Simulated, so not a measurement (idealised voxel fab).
The following is a process module called voxel ribs on slabs.
The width of the displayed cross-section, cut, is 190 nm; its cells are square, with a size of 5 nm.
In what follows, cross-sections appear as grids of square cells, described through bands that run from the top down, where every band is one or more rows of cells. What a band's entry tells you: where the top is and where the bottom is, as heights in nm, and after that what lies inside, material by material from left to right, each with its width in nm. Empty space is written as the word "air", and a single material marked with the word "everywhere" occupies the band from edge to edge. Measure heights from 0. That's the level where, below it, the as-received wafer is all one material. The lowest band is bottomless and extends downward; write it as in "0 nm and below". When a width is written as two numbers, as in "30->40", the first number is the width in the top row of cells of the band and the second is the width in its bottom row, and the width changes by the same amount from each row to the next. Key: "stayed the same" - step with no changed cell in the cross-section. Listed in "Encapsulated voids": every empty space of 8 or more cells without an open way to the top. Form: width x height at distance, the distance being from the left edge, all in nm. Whatever follows a step's settings on its line is a remark the simulator itself makes about that step. overlay nm: mask offset rightward from planned place, masked step; negative means leftward offset.
**Steps planned for the process**
1,op RECEIVE | material Si
2,op DIRECTIONAL_DEP | material SiO2 | thk nm 20
3,op DIRECTIONAL_DEP | material SiN | thk nm 25
4,op PATTERN | tone cover | mask id RIB | material resist | width nm 20 | thk nm 15 | overlay nm 0
5,op DIRECTIONAL_ETCH | etch materials SiN | depth nm 10
6,op STRIP | etch materials resist
7,op PATTERN | tone cover | mask id SLAB | material resist | width nm 70 | thk nm 20 | overlay nm 0
8,op DIRECTIONAL_ETCH | etch materials SiN | depth nm 15
9,op STRIP | etch materials resist
10,op FILL_DEP | material SiO2 | thk nm 25
11,op CMP | height nm 60
12,op DIRECTIONAL_DEP | material TiN | thk nm 5
13,op DIRECTIONAL_DEP | material aC | thk nm 15
14,op PATTERN | tone cover | mask id HEATER | material resist | width nm 30 | thk nm 30 | overlay nm 0
15,op DIRECTIONAL_ETCH | etch materials aC | depth nm 15
16,op STRIP | etch materials resist
17,op DIRECTIONAL_ETCH | etch materials TiN | depth nm 5
18,op STRIP | etch materials aC
19,op CONFORMAL_DEP | material SiO2 | thk nm 10
**First of two wafers, with the run carried out as planned**
**Wafer cross-section on receipt, i.e. after step 1**
  0 nm and below: Si everywhere
  Encapsulated voids: none
**Presented here is a cross-section of the wafer after step 2 has been performed**
  20 nm to 0 nm: SiO2 everywhere
  below 0: unchanged
**Presented here is a cross-section of the wafer after step 3 has been performed**
  45 nm to 20 nm: SiN everywhere
  below 20: unchanged
**Presented here is a cross-section of the wafer after step 4 has been performed**
  60 nm to 45 nm: air (85) / resist (20) / air (85)
  below 45: unchanged
**Presented here is a cross-section of the wafer after step 5 has been performed**
  60 nm to 45 nm: air (85) / resist (20) / air (85)
  45 nm to 35 nm: air (85) / SiN (20) / air (85)
  below 35: unchanged
**Presented here is a cross-section of the wafer after step 6 has been performed**
  45 nm to 35 nm: air (85) / SiN (20) / air (85)
  below 35: unchanged
**Presented here is a cross-section of the wafer after step 7 has been performed**
  65 nm to 45 nm: air (60) / resist (70) / air (60)
  45 nm to 35 nm: air (60) / resist (25) / SiN (20) / resist (25) / air (60)
  below 35: unchanged
**Presented here is a cross-section of the wafer after step 8 has been performed**
  65 nm to 45 nm: air (60) / resist (70) / air (60)
  45 nm to 35 nm: air (60) / resist (25) / SiN (20) / resist (25) / air (60)
  35 nm to 20 nm: air (60) / SiN (70) / air (60)
  below 20: unchanged
**Presented here is a cross-section of the wafer after step 9 has been performed**
  45 nm to 35 nm: air (85) / SiN (20) / air (85)
  below 35: unchanged
**Presented here is a cross-section of the wafer after step 10 has been performed**
  70 nm to 45 nm: SiO2 everywhere
  45 nm to 35 nm: SiO2 (85) / SiN (20) / SiO2 (85)
  35 nm to 20 nm: SiO2 (60) / SiN (70) / SiO2 (60)
  below 20: unchanged
**Presented here is a cross-section of the wafer after step 11 has been performed**
  60 nm to 45 nm: SiO2 everywhere
  below 45: unchanged
**Presented here is a cross-section of the wafer after step 12 has been performed**
  65 nm to 60 nm: TiN everywhere
  below 60: unchanged
**Presented here is a cross-section of the wafer after step 13 has been performed**
  80 nm to 65 nm: aC everywhere
  below 65: unchanged
**Presented here is a cross-section of the wafer after step 14 has been performed**
  110 nm to 80 nm: air (80) / resist (30) / air (80)
  below 80: unchanged
**Presented here is a cross-section of the wafer after step 15 has been performed**
  95 nm to 80 nm: air (80) / resist (30) / air (80)
  80 nm to 65 nm: air (80) / aC (30) / air (80)
  below 65: unchanged
**Presented here is a cross-section of the wafer after step 16 has been performed**
  80 nm to 65 nm: air (80) / aC (30) / air (80)
  below 65: unchanged
**Presented here is a cross-section of the wafer after step 17 has been performed**
  80 nm to 65 nm: air (80) / aC (30) / air (80)
  65 nm to 60 nm: air (80) / TiN (30) / air (80)
  below 60: unchanged
**Presented here is a cross-section of the wafer after step 18 has been performed**
  65 nm to 60 nm: air (80) / TiN (30) / air (80)
  below 60: unchanged
**Presented here is a cross-section of the wafer after step 19 has been performed**
  75 nm to 70 nm: air (70) / SiO2 (50) / air (70)
  70 nm to 65 nm: SiO2 everywhere
  65 nm to 60 nm: SiO2 (80) / TiN (30) / SiO2 (80)
  below 60: unchanged
**Now the other wafer: same start, same recipe, but we messed up one thing when running it. Up to and including step 3 it's the same as the first one**
**Cross-section of the second wafer at the time by which step 4 should have been completed according to the plan**
  60 nm to 45 nm: air (80) / resist (20) / air (90)
  below 45: unchanged
**Cross-section of the second wafer at the time by which step 5 should have been completed according to the plan**
  60 nm to 45 nm: air (80) / resist (20) / air (90)
  45 nm to 35 nm: air (80) / SiN (20) / air (90)
  below 35: unchanged
**Cross-section of the second wafer at the time by which step 6 should have been completed according to the plan**
  45 nm to 35 nm: air (80) / SiN (20) / air (90)
  below 35: unchanged
**Cross-section of the second wafer at the time by which step 7 should have been completed according to the plan**
  65 nm to 45 nm: air (60) / resist (70) / air (60)
  45 nm to 35 nm: air (60) / resist (20) / SiN (20) / resist (30) / air (60)
  below 35: unchanged
**Cross-section of the second wafer at the time by which step 8 should have been completed according to the plan**
  65 nm to 45 nm: air (60) / resist (70) / air (60)
  45 nm to 35 nm: air (60) / resist (20) / SiN (20) / resist (30) / air (60)
  35 nm to 20 nm: air (60) / SiN (70) / air (60)
  below 20: unchanged
**Cross-section of the second wafer at the time by which step 9 should have been completed according to the plan**
  45 nm to 35 nm: air (80) / SiN (20) / air (90)
  below 35: unchanged
**Cross-section of the second wafer at the time by which step 10 should have been completed according to the plan**
  70 nm to 45 nm: SiO2 everywhere
  45 nm to 35 nm: SiO2 (80) / SiN (20) / SiO2 (90)
  35 nm to 20 nm: SiO2 (60) / SiN (70) / SiO2 (60)
  below 20: unchanged
**Cross-section of the second wafer at the time by which step 11 should have been completed according to the plan**
  60 nm to 45 nm: SiO2 everywhere
  below 45: unchanged
**Cross-section of the second wafer at the time by which step 12 should have been completed according to the plan**
  65 nm to 60 nm: TiN everywhere
  below 60: unchanged
**Cross-section of the second wafer at the time by which step 13 should have been completed according to the plan**
  80 nm to 65 nm: aC everywhere
  below 65: unchanged
**Cross-section of the second wafer at the time by which step 14 should have been completed according to the plan**
  110 nm to 80 nm: air (80) / resist (30) / air (80)
  below 80: unchanged
**Cross-section of the second wafer at the time by which step 15 should have been completed according to the plan**
  95 nm to 80 nm: air (80) / resist (30) / air (80)
  80 nm to 65 nm: air (80) / aC (30) / air (80)
  below 65: unchanged
**Cross-section of the second wafer at the time by which step 16 should have been completed according to the plan**
  80 nm to 65 nm: air (80) / aC (30) / air (80)
  below 65: unchanged
**Cross-section of the second wafer at the time by which step 17 should have been completed according to the plan**
  80 nm to 65 nm: air (80) / aC (30) / air (80)
  65 nm to 60 nm: air (80) / TiN (30) / air (80)
  below 60: unchanged
**Cross-section of the second wafer at the time by which step 18 should have been completed according to the plan**
  65 nm to 60 nm: air (80) / TiN (30) / air (80)
  below 60: unchanged
**Cross-section of the second wafer at the time by which step 19 should have been completed according to the plan**
  75 nm to 70 nm: air (70) / SiO2 (50) / air (70)
  70 nm to 65 nm: SiO2 everywhere
  65 nm to 60 nm: SiO2 (80) / TiN (30) / SiO2 (80)
  below 60: unchanged
Where did the run depart from the plan? step 4 ran differently from the plan; actual operation with settings: op PATTERN | tone cover | mask id RIB | material resist | width nm 20 | thk nm 15 | overlay nm -5
Upon completion, the cell count for each material on the second wafer equals that on the first, whereas the spatial distribution of those cells differs.
